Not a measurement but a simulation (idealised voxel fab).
process module | voxel double patterning
cross-section cut | 170 nm wide | cells 5 nm
A cross-section is a grid of square cells, given in bands from the top down. A band is one or more rows of cells.
Each band's line starts with the height of the band's top and of its bottom, in nm. Then come its materials from left to right, each with its width in nm. One material with "throughout" fills the band from edge to edge. "air" is empty space.
Height 0 is the level under which the wafer as received is all one material. The lowest band goes on downwards, as in "0 down".
A width such as "30 to 40" changes by the same amount from each row of cells to the next, from the band's top row to its bottom row.
"no change" after a step means that no cell of the cross-section changed.
closed voids: empty space of 8 cells or more with no open way to the top, each as width x height at its distance from the left edge, in nm
after a step's settings: what the simulator itself notes on the step
overlay nm, on a step with a mask: how far to the right of its planned place the mask lay; to the left if negative
Each pair below shows a cross-section before one step and the cross-section after it, down to the lowest band that changed. The line under each pair gives the step between them, with its settings. The pairs can come from different runs of this module on the same starting wafer, so a pair continues from the pair above only where its "before" says so.
before
  0 down: Si throughout
  closed voids: none
after
  5 to 0: SiO2 throughout
  below 0: unchanged
  closed voids: none
the step between: op CONFORMAL_DEP | material SiO2 | thk nm 5
before: the cross-section after the pair above
after
  25 to 5: TiN throughout
  below 5: unchanged
  closed voids: none
the step between: op DIRECTIONAL_DEP | material TiN | thk nm 20
before: the cross-section after the pair above
after
  35 to 25: SiN throughout
  below 25: unchanged
  closed voids: none
the step between: op DIRECTIONAL_DEP | material SiN | thk nm 10
before: the cross-section after the pair above
after
  35 to 25: SiN 50 | air 15 | SiN 35 | air 15 | SiN 55
  below 25: unchanged
  closed voids: none
the step between: op MASKED_ETCH | tone open | mask id FIRST | width nm 15 | pitch nm 50 | etch materials SiN | depth nm 10 | overlay nm 0
before: the cross-section after the pair above
after
  45 to 35: aC 50 | air 15 | aC 35 | air 15 | aC 55
  35 to 25: SiN 50 | aC 15 | SiN 35 | aC 15 | SiN 55
  below 25: unchanged
  closed voids: none
the step between: op DIRECTIONAL_DEP | material aC | thk nm 10
before: the cross-section after the pair above
after
  75 to 45: resist 75 | air 15 | resist 80
  45 to 35: aC 50 | resist 15 | aC 35 | resist 15 | aC 55
  below 35: unchanged
  closed voids: none
the step between: op PATTERN | tone open | mask id SECOND | material resist | width nm 15 | thk nm 30 | overlay nm 0
before: the cross-section after the pair above
after
  65 to 45: resist 75 | air 15 | resist 80
  45 to 35: aC 50 | resist 15 | aC 10 | air 15 | aC 10 | resist 15 | aC 55
  below 35: unchanged
  closed voids: none
the step between: op DIRECTIONAL_ETCH | etch materials aC | depth nm 10
before: the cross-section after the pair above
after
  45 to 35: aC 50 | air 15 | aC 10 | air 15 | aC 10 | air 15 | aC 55
  below 35: unchanged
  closed voids: none
the step between: op STRIP | etch materials resist
before: the cross-section after the pair above
after
  45 to 35: aC 50 | air 15 | aC 10 | air 15 | aC 10 | air 15 | aC 55
  35 to 25: SiN 50 | aC 15 | SiN 10 | air 15 | SiN 10 | aC 15 | SiN 55
  below 25: unchanged
  closed voids: none
the step between: op DIRECTIONAL_ETCH | etch materials SiN | depth nm 10
before: the cross-section after the pair above
after
  35 to 25: SiN 50 | air 15 | SiN 10 | air 15 | SiN 10 | air 15 | SiN 55
  below 25: unchanged
  closed voids: none
the step between: op STRIP | etch materials aC
before: the cross-section after the pair above
after
  35 to 25: SiN 50 | air 15 | SiN 10 | air 15 | SiN 10 | air 15 | SiN 55
  25 to 5: TiN 50 | air 15 | TiN 10 | air 15 | TiN 10 | air 15 | TiN 55
  below 5: unchanged
  closed voids: none
the step between: op DIRECTIONAL_ETCH | etch materials TiN | depth nm 20
before: the cross-section after the pair above
after
  25 to 5: TiN 50 | air 15 | TiN 10 | air 15 | TiN 10 | air 15 | TiN 55
  below 5: unchanged
  closed voids: none
the step between: op STRIP | etch materials SiN
before
  0 down: Si throughout
  closed voids: none
after
  20 to 0: TiN throughout
  below 0: unchanged
  closed voids: none
the step between: op DIRECTIONAL_DEP | material TiN | thk nm 20
before: the cross-section after the pair above
after
  30 to 20: SiN throughout
  below 20: unchanged
  closed voids: none
the step between: op DIRECTIONAL_DEP | material SiN | thk nm 10
before: the cross-section after the pair above
after
  30 to 20: SiN 50 | air 15 | SiN 35 | air 15 | SiN 55
  below 20: unchanged
  closed voids: none
the step between: op MASKED_ETCH | tone open | mask id FIRST | width nm 15 | pitch nm 50 | etch materials SiN | depth nm 10 | overlay nm 0
before: the cross-section after the pair above
after
  40 to 30: aC 50 | air 15 | aC 35 | air 15 | aC 55
  30 to 20: SiN 50 | aC 15 | SiN 35 | aC 15 | SiN 55
  below 20: unchanged
  closed voids: none
the step between: op DIRECTIONAL_DEP | material aC | thk nm 10
before: the cross-section after the pair above
after
  70 to 40: resist 75 | air 15 | resist 80
  40 to 30: aC 50 | resist 15 | aC 35 | resist 15 | aC 55
  below 30: unchanged
  closed voids: none
the step between: op PATTERN | tone open | mask id SECOND | material resist | width nm 15 | thk nm 30 | overlay nm 0
before: the cross-section after the pair above
after
  60 to 40: resist 75 | air 15 | resist 80
  40 to 30: aC 50 | resist 15 | aC 10 | air 15 | aC 10 | resist 15 | aC 55
  below 30: unchanged
  closed voids: none
the step between: op DIRECTIONAL_ETCH | etch materials aC | depth nm 10
before: the cross-section after the pair above
after
  40 to 30: aC 50 | air 15 | aC 10 | air 15 | aC 10 | air 15 | aC 55
  below 30: unchanged
  closed voids: none
the step between: op STRIP | etch materials resist
before: the cross-section after the pair above
after
  40 to 30: aC 50 | air 15 | aC 10 | air 15 | aC 10 | air 15 | aC 55
  30 to 20: SiN 50 | aC 15 | SiN 10 | air 15 | SiN 10 | aC 15 | SiN 55
  below 20: unchanged
  closed voids: none
the step between: op DIRECTIONAL_ETCH | etch materials SiN | depth nm 10
before: the cross-section after the pair above
after
  30 to 20: SiN 50 | air 15 | SiN 10 | air 15 | SiN 10 | air 15 | SiN 55
  below 20: unchanged
  closed voids: none
the step between: op STRIP | etch materials aC
before: the cross-section after the pair above
after
  30 to 20: SiN 50 | air 15 | SiN 10 | air 15 | SiN 10 | air 15 | SiN 55
  20 to 0: TiN 50 | air 15 | TiN 10 | air 15 | TiN 10 | air 15 | TiN 55
  below 0: unchanged
  closed voids: none
the step between: op DIRECTIONAL_ETCH | etch materials TiN | depth nm 20
before: the cross-section after the pair above
after
  20 to 0: TiN 50 | air 15 | TiN 10 | air 15 | TiN 10 | air 15 | TiN 55
  below 0: unchanged
  closed voids: none
the step between: op STRIP | etch materials SiN
before
  25 to 5: TiN throughout
  5 to 0: SiO2 throughout
  0 down: Si throughout
  closed voids: none
after
  45 to 5: TiN throughout
  below 5: unchanged
  closed voids: none
the step between: op DIRECTIONAL_DEP | material TiN | thk nm 20
before: the cross-section after the pair above
after
  55 to 45: SiN throughout
  below 45: unchanged
  closed voids: none
the step between: op DIRECTIONAL_DEP | material SiN | thk nm 10
before: the cross-section after the pair above
after
  55 to 45: SiN 50 | air 15 | SiN 35 | air 15 | SiN 55
  below 45: unchanged
  closed voids: none
the step between: op MASKED_ETCH | tone open | mask id FIRST | width nm 15 | pitch nm 50 | etch materials SiN | depth nm 10 | overlay nm 0
before: the cross-section after the pair above
after
  65 to 55: aC 50 | air 15 | aC 35 | air 15 | aC 55
  55 to 45: SiN 50 | aC 15 | SiN 35 | aC 15 | SiN 55
  below 45: unchanged
  closed voids: none
the step between: op DIRECTIONAL_DEP | material aC | thk nm 10
before: the cross-section after the pair above
after
  95 to 65: resist 75 | air 15 | resist 80
  65 to 55: aC 50 | resist 15 | aC 35 | resist 15 | aC 55
  below 55: unchanged
  closed voids: none
the step between: op PATTERN | tone open | mask id SECOND | material resist | width nm 15 | thk nm 30 | overlay nm 0
before: the cross-section after the pair above
after
  85 to 65: resist 75 | air 15 | resist 80
  65 to 55: aC 50 | resist 15 | aC 10 | air 15 | aC 10 | resist 15 | aC 55
  below 55: unchanged
  closed voids: none
the step between: op DIRECTIONAL_ETCH | etch materials aC | depth nm 10
before: the cross-section after the pair above
after
  65 to 55: aC 50 | air 15 | aC 10 | air 15 | aC 10 | air 15 | aC 55
  below 55: unchanged
  closed voids: none
the step between: op STRIP | etch materials resist
before: the cross-section after the pair above
after
  65 to 55: aC 50 | air 15 | aC 10 | air 15 | aC 10 | air 15 | aC 55
  55 to 45: SiN 50 | aC 15 | SiN 10 | air 15 | SiN 10 | aC 15 | SiN 55
  below 45: unchanged
  closed voids: none
the step between: op DIRECTIONAL_ETCH | etch materials SiN | depth nm 10
before: the cross-section after the pair above
after
  55 to 45: SiN 50 | air 15 | SiN 10 | air 15 | SiN 10 | air 15 | SiN 55
  below 45: unchanged
  closed voids: none
the step between: op STRIP | etch materials aC
before: the cross-section after the pair above
after
  55 to 45: SiN 50 | air 15 | SiN 10 | air 15 | SiN 10 | air 15 | SiN 55
  45 to 25: TiN 50 | air 15 | TiN 10 | air 15 | TiN 10 | air 15 | TiN 55
  below 25: unchanged
  closed voids: none
the step between: op DIRECTIONAL_ETCH | etch materials TiN | depth nm 20
before: the cross-section after the pair above
after
  45 to 25: TiN 50 | air 15 | TiN 10 | air 15 | TiN 10 | air 15 | TiN 55
  below 25: unchanged
  closed voids: none
the step between: op STRIP | etch materials SiN
before
  20 to 0: TiN throughout
  0 down: Si throughout
  closed voids: none
after
  25 to 20: SiO2 throughout
  below 20: unchanged
  closed voids: none
the step between: op CONFORMAL_DEP | material SiO2 | thk nm 5
before: the cross-section after the pair above
after
  35 to 25: SiN throughout
  below 25: unchanged
  closed voids: none
the step between: op DIRECTIONAL_DEP | material SiN | thk nm 10
before: the cross-section after the pair above
after
  35 to 25: SiN 50 | air 15 | SiN 35 | air 15 | SiN 55
  below 25: unchanged
  closed voids: none
the step between: op MASKED_ETCH | tone open | mask id FIRST | width nm 15 | pitch nm 50 | etch materials SiN | depth nm 10 | overlay nm 0
before: the cross-section after the pair above
after
  45 to 35: aC 50 | air 15 | aC 35 | air 15 | aC 55
  35 to 25: SiN 50 | aC 15 | SiN 35 | aC 15 | SiN 55
  below 25: unchanged
  closed voids: none
the step between: op DIRECTIONAL_DEP | material aC | thk nm 10
before: the cross-section after the pair above
after
  75 to 45: resist 75 | air 15 | resist 80
  45 to 35: aC 50 | resist 15 | aC 35 | resist 15 | aC 55
  below 35: unchanged
  closed voids: none
the step between: op PATTERN | tone open | mask id SECOND | material resist | width nm 15 | thk nm 30 | overlay nm 0
before: the cross-section after the pair above
after
  65 to 45: resist 75 | air 15 | resist 80
  45 to 35: aC 50 | resist 15 | aC 10 | air 15 | aC 10 | resist 15 | aC 55
  below 35: unchanged
  closed voids: none
the step between: op DIRECTIONAL_ETCH | etch materials aC | depth nm 10
before: the cross-section after the pair above
after
  45 to 35: aC 50 | air 15 | aC 10 | air 15 | aC 10 | air 15 | aC 55
  below 35: unchanged
  closed voids: none
the step between: op STRIP | etch materials resist
before: the cross-section after the pair above
after
  45 to 35: aC 50 | air 15 | aC 10 | air 15 | aC 10 | air 15 | aC 55
  35 to 25: SiN 50 | aC 15 | SiN 10 | air 15 | SiN 10 | aC 15 | SiN 55
  below 25: unchanged
  closed voids: none
the step between: op DIRECTIONAL_ETCH | etch materials SiN | depth nm 10
before: the cross-section after the pair above
after
  35 to 25: SiN 50 | air 15 | SiN 10 | air 15 | SiN 10 | air 15 | SiN 55
  below 25: unchanged
  closed voids: none
the step between: op STRIP | etch materials aC
before: the cross-section after the pair above
after
  25 to 20: SiO2 throughout
  below 20: unchanged
  closed voids: none
the step between: op STRIP | etch materials SiN
before
  5 to 0: SiO2 throughout
  0 down: Si throughout
  closed voids: none
after
  15 to 5: TiN throughout
  below 5: unchanged
  closed voids: none
the step between: op DIRECTIONAL_DEP | material TiN | thk nm 10
before: the cross-section after the pair above
after
  25 to 15: SiN throughout
  below 15: unchanged
  closed voids: none
the step between: op DIRECTIONAL_DEP | material SiN | thk nm 10
before: the cross-section after the pair above
after
  25 to 15: SiN 50 | air 15 | SiN 35 | air 15 | SiN 55
  below 15: unchanged
  closed voids: none
the step between: op MASKED_ETCH | tone open | mask id FIRST | width nm 15 | pitch nm 50 | etch materials SiN | depth nm 10 | overlay nm 0
before: the cross-section after the pair above
after
  35 to 25: aC 50 | air 15 | aC 35 | air 15 | aC 55
  25 to 15: SiN 50 | aC 15 | SiN 35 | aC 15 | SiN 55
  below 15: unchanged
  closed voids: none
the step between: op DIRECTIONAL_DEP | material aC | thk nm 10
before: the cross-section after the pair above
after
  65 to 35: resist 75 | air 15 | resist 80
  35 to 25: aC 50 | resist 15 | aC 35 | resist 15 | aC 55
  below 25: unchanged
  closed voids: none
the step between: op PATTERN | tone open | mask id SECOND | material resist | width nm 15 | thk nm 30 | overlay nm 0
before: the cross-section after the pair above
after
  55 to 35: resist 75 | air 15 | resist 80
  35 to 25: aC 50 | resist 15 | aC 10 | air 15 | aC 10 | resist 15 | aC 55
  below 25: unchanged
  closed voids: none
the step between: op DIRECTIONAL_ETCH | etch materials aC | depth nm 10
before: the cross-section after the pair above
after
  35 to 25: aC 50 | air 15 | aC 10 | air 15 | aC 10 | air 15 | aC 55
  below 25: unchanged
  closed voids: none
the step between: op STRIP | etch materials resist
before: the cross-section after the pair above
after
  35 to 25: aC 50 | air 15 | aC 10 | air 15 | aC 10 | air 15 | aC 55
  25 to 15: SiN 50 | aC 15 | SiN 10 | air 15 | SiN 10 | aC 15 | SiN 55
  below 15: unchanged
  closed voids: none
the step between: op DIRECTIONAL_ETCH | etch materials SiN | depth nm 10
before: the cross-section after the pair above
after
  25 to 15: SiN 50 | air 15 | SiN 10 | air 15 | SiN 10 | air 15 | SiN 55
  below 15: unchanged
  closed voids: none
the step between: op STRIP | etch materials aC
before: the cross-section after the pair above
after
  25 to 15: SiN 50 | air 15 | SiN 10 | air 15 | SiN 10 | air 15 | SiN 55
  15 to 5: TiN 50 | air 15 | TiN 10 | air 15 | TiN 10 | air 15 | TiN 55
  below 5: unchanged
  closed voids: none
the step between: op DIRECTIONAL_ETCH | etch materials TiN | depth nm 20
before: the cross-section after the pair above
after
  15 to 5: TiN 50 | air 15 | TiN 10 | air 15 | TiN 10 | air 15 | TiN 55
  below 5: unchanged
  closed voids: none
the step between: op STRIP | etch materials SiN
before
  45 to 35: aC 50 | air 15 | aC 35 | air 15 | aC 55
  35 to 25: SiN 50 | aC 15 | SiN 35 | aC 15 | SiN 55
  25 to 5: TiN throughout
  5 to 0: SiO2 throughout
  0 down: Si throughout
  closed voids: none
after
  75 to 45: resist 70 | air 25 | resist 75
  45 to 35: aC 50 | resist 15 | aC 35 | resist 15 | aC 55
  below 35: unchanged
  closed voids: none
the step between: op PATTERN | tone open | mask id SECOND | material resist | width nm 25 | thk nm 30 | overlay nm 0
before: the cross-section after the pair above
after
  65 to 45: resist 70 | air 25 | resist 75
  45 to 35: aC 50 | resist 15 | aC 5 | air 25 | aC 5 | resist 15 | aC 55
  below 35: unchanged
  closed voids: none
the step between: op DIRECTIONAL_ETCH | etch materials aC | depth nm 10
before: the cross-section after the pair above
after
  45 to 35: aC 50 | air 15 | aC 5 | air 25 | aC 5 | air 15 | aC 55
  below 35: unchanged
  closed voids: none
the step between: op STRIP | etch materials resist
before: the cross-section after the pair above
after
  45 to 35: aC 50 | air 15 | aC 5 | air 25 | aC 5 | air 15 | aC 55
  35 to 25: SiN 50 | aC 15 | SiN 5 | air 25 | SiN 5 | aC 15 | SiN 55
  below 25: unchanged
  closed voids: none
the step between: op DIRECTIONAL_ETCH | etch materials SiN | depth nm 10
before: the cross-section after the pair above
after
  35 to 25: SiN 50 | air 15 | SiN 5 | air 25 | SiN 5 | air 15 | SiN 55
  below 25: unchanged
  closed voids: none
the step between: op STRIP | etch materials aC
before: the cross-section after the pair above
after
  35 to 25: SiN 50 | air 15 | SiN 5 | air 25 | SiN 5 | air 15 | SiN 55
  25 to 5: TiN 50 | air 15 | TiN 5 | air 25 | TiN 5 | air 15 | TiN 55
  below 5: unchanged
  closed voids: none
the step between: op DIRECTIONAL_ETCH | etch materials TiN | depth nm 20
before: the cross-section after the pair above
after
  25 to 5: TiN 50 | air 15 | TiN 5 | air 25 | TiN 5 | air 15 | TiN 55
  below 5: unchanged
  closed voids: none
the step between: op STRIP | etch materials SiN
before
  45 to 35: aC 50 | air 15 | aC 35 | air 15 | aC 55
  35 to 25: SiN 50 | aC 15 | SiN 35 | aC 15 | SiN 55
  25 to 5: TiN throughout
  5 to 0: SiO2 throughout
  0 down: Si throughout
  closed voids: none
after
  75 to 45: resist 85 | air 15 | resist 70
  45 to 35: aC 50 | resist 15 | aC 35 | resist 15 | aC 55
  below 35: unchanged
  closed voids: none
the step between: op PATTERN | tone open | mask id SECOND | material resist | width nm 15 | thk nm 30 | overlay nm 10
before: the cross-section after the pair above
after
  65 to 45: resist 85 | air 15 | resist 70
  45 to 35: aC 50 | resist 15 | aC 20 | air 15 | resist 15 | aC 55
  below 35: unchanged
  closed voids: none
the step between: op DIRECTIONAL_ETCH | etch materials aC | depth nm 10
before: the cross-section after the pair above
after
  45 to 35: aC 50 | air 15 | aC 20 | air 30 | aC 55
  below 35: unchanged
  closed voids: none
the step between: op STRIP | etch materials resist
before: the cross-section after the pair above
after
  45 to 35: aC 50 | air 15 | aC 20 | air 30 | aC 55
  35 to 25: SiN 50 | aC 15 | SiN 20 | air 15 | aC 15 | SiN 55
  below 25: unchanged
  closed voids: none
the step between: op DIRECTIONAL_ETCH | etch materials SiN | depth nm 10
before: the cross-section after the pair above
after
  35 to 25: SiN 50 | air 15 | SiN 20 | air 30 | SiN 55
  below 25: unchanged
  closed voids: none
the step between: op STRIP | etch materials aC
before: the cross-section after the pair above
after
  35 to 25: SiN 50 | air 15 | SiN 20 | air 30 | SiN 55
  25 to 5: TiN 50 | air 15 | TiN 20 | air 30 | TiN 55
  below 5: unchanged
  closed voids: none
the step between: op DIRECTIONAL_ETCH | etch materials TiN | depth nm 20
before: the cross-section after the pair above
after
  25 to 5: TiN 50 | air 15 | TiN 20 | air 30 | TiN 55
  below 5: unchanged
  closed voids: none
the step between: op STRIP | etch materials SiN
before
  5 to 0: SiO2 throughout
  0 down: Si throughout
  closed voids: none
after
  25 to 0: SiO2 throughout
  below 0: unchanged
  closed voids: none
the step between: op DIRECTIONAL_DEP | material SiO2 | thk nm 20
before: the cross-section after the pair above
after
  35 to 25: SiN throughout
  below 25: unchanged
  closed voids: none
the step between: op DIRECTIONAL_DEP | material SiN | thk nm 10
before: the cross-section after the pair above
after
  35 to 25: SiN 50 | air 15 | SiN 35 | air 15 | SiN 55
  below 25: unchanged
  closed voids: none
the step between: op MASKED_ETCH | tone open | mask id FIRST | width nm 15 | pitch nm 50 | etch materials SiN | depth nm 10 | overlay nm 0
before: the cross-section after the pair above
after
  45 to 35: aC 50 | air 15 | aC 35 | air 15 | aC 55
  35 to 25: SiN 50 | aC 15 | SiN 35 | aC 15 | SiN 55
  below 25: unchanged
  closed voids: none
the step between: op DIRECTIONAL_DEP | material aC | thk nm 10
before: the cross-section after the pair above
after
  75 to 45: resist 75 | air 15 | resist 80
  45 to 35: aC 50 | resist 15 | aC 35 | resist 15 | aC 55
  below 35: unchanged
  closed voids: none
the step between: op PATTERN | tone open | mask id SECOND | material resist | width nm 15 | thk nm 30 | overlay nm 0
before: the cross-section after the pair above
after
  65 to 45: resist 75 | air 15 | resist 80
  45 to 35: aC 50 | resist 15 | aC 10 | air 15 | aC 10 | resist 15 | aC 55
  below 35: unchanged
  closed voids: none
the step between: op DIRECTIONAL_ETCH | etch materials aC | depth nm 10
before: the cross-section after the pair above
after
  45 to 35: aC 50 | air 15 | aC 10 | air 15 | aC 10 | air 15 | aC 55
  below 35: unchanged
  closed voids: none
the step between: op STRIP | etch materials resist
before: the cross-section after the pair above
after
  45 to 35: aC 50 | air 15 | aC 10 | air 15 | aC 10 | air 15 | aC 55
  35 to 25: SiN 50 | aC 15 | SiN 10 | air 15 | SiN 10 | aC 15 | SiN 55
  below 25: unchanged
  closed voids: none
the step between: op DIRECTIONAL_ETCH | etch materials SiN | depth nm 10
before: the cross-section after the pair above
after
  35 to 25: SiN 50 | air 15 | SiN 10 | air 15 | SiN 10 | air 15 | SiN 55
  below 25: unchanged
  closed voids: none
the step between: op STRIP | etch materials aC
before: the cross-section after the pair above
after
  25 to 0: SiO2 throughout
  below 0: unchanged
  closed voids: none
the step between: op STRIP | etch materials SiN
before
  35 to 25: SiN throughout
  25 to 5: TiN throughout
  5 to 0: SiO2 throughout
  0 down: Si throughout
  closed voids: none
after
  35 to 25: air 50 | SiN 15 | air 35 | SiN 15 | air 55
  below 25: unchanged
  closed voids: none
the step between: op MASKED_ETCH | tone cover | mask id FIRST | width nm 15 | pitch nm 50 | etch materials SiN | depth nm 10 | overlay nm 0
before: the cross-section after the pair above
after
  45 to 35: air 50 | aC 15 | air 35 | aC 15 | air 55
  35 to 25: aC 50 | SiN 15 | aC 35 | SiN 15 | aC 55
  below 25: unchanged
  closed voids: none
the step between: op DIRECTIONAL_DEP | material aC | thk nm 10
before: the cross-section after the pair above
after
  75 to 45: resist 75 | air 15 | resist 80
  45 to 35: resist 50 | aC 15 | resist 10 | air 15 | resist 10 | aC 15 | resist 55
  below 35: unchanged
  closed voids: none
the step between: op PATTERN | tone open | mask id SECOND | material resist | width nm 15 | thk nm 30 | overlay nm 0
before: the cross-section after the pair above
after
  65 to 45: resist 75 | air 15 | resist 80
  45 to 35: resist 50 | aC 15 | resist 10 | air 15 | resist 10 | aC 15 | resist 55
  35 to 25: aC 50 | SiN 15 | aC 10 | air 15 | aC 10 | SiN 15 | aC 55
  below 25: unchanged
  closed voids: none
the step between: op DIRECTIONAL_ETCH | etch materials aC | depth nm 10
before: the cross-section after the pair above
after
  45 to 35: air 50 | aC 15 | air 35 | aC 15 | air 55
  below 35: unchanged
  closed voids: none
the step between: op STRIP | etch materials resist
before: the cross-section after the pair above
after
  35 to 25: air 50 | SiN 15 | air 35 | SiN 15 | air 55
  below 25: unchanged
  closed voids: none
the step between: op STRIP | etch materials aC
before: the cross-section after the pair above
after
  35 to 25: air 50 | SiN 15 | air 35 | SiN 15 | air 55
  25 to 5: air 50 | TiN 15 | air 35 | TiN 15 | air 55
  below 5: unchanged
  closed voids: none
the step between: op DIRECTIONAL_ETCH | etch materials TiN | depth nm 20
before: the cross-section after the pair above
after
  25 to 5: air 50 | TiN 15 | air 35 | TiN 15 | air 55
  below 5: unchanged
  closed voids: none
the step between: op STRIP | etch materials SiN
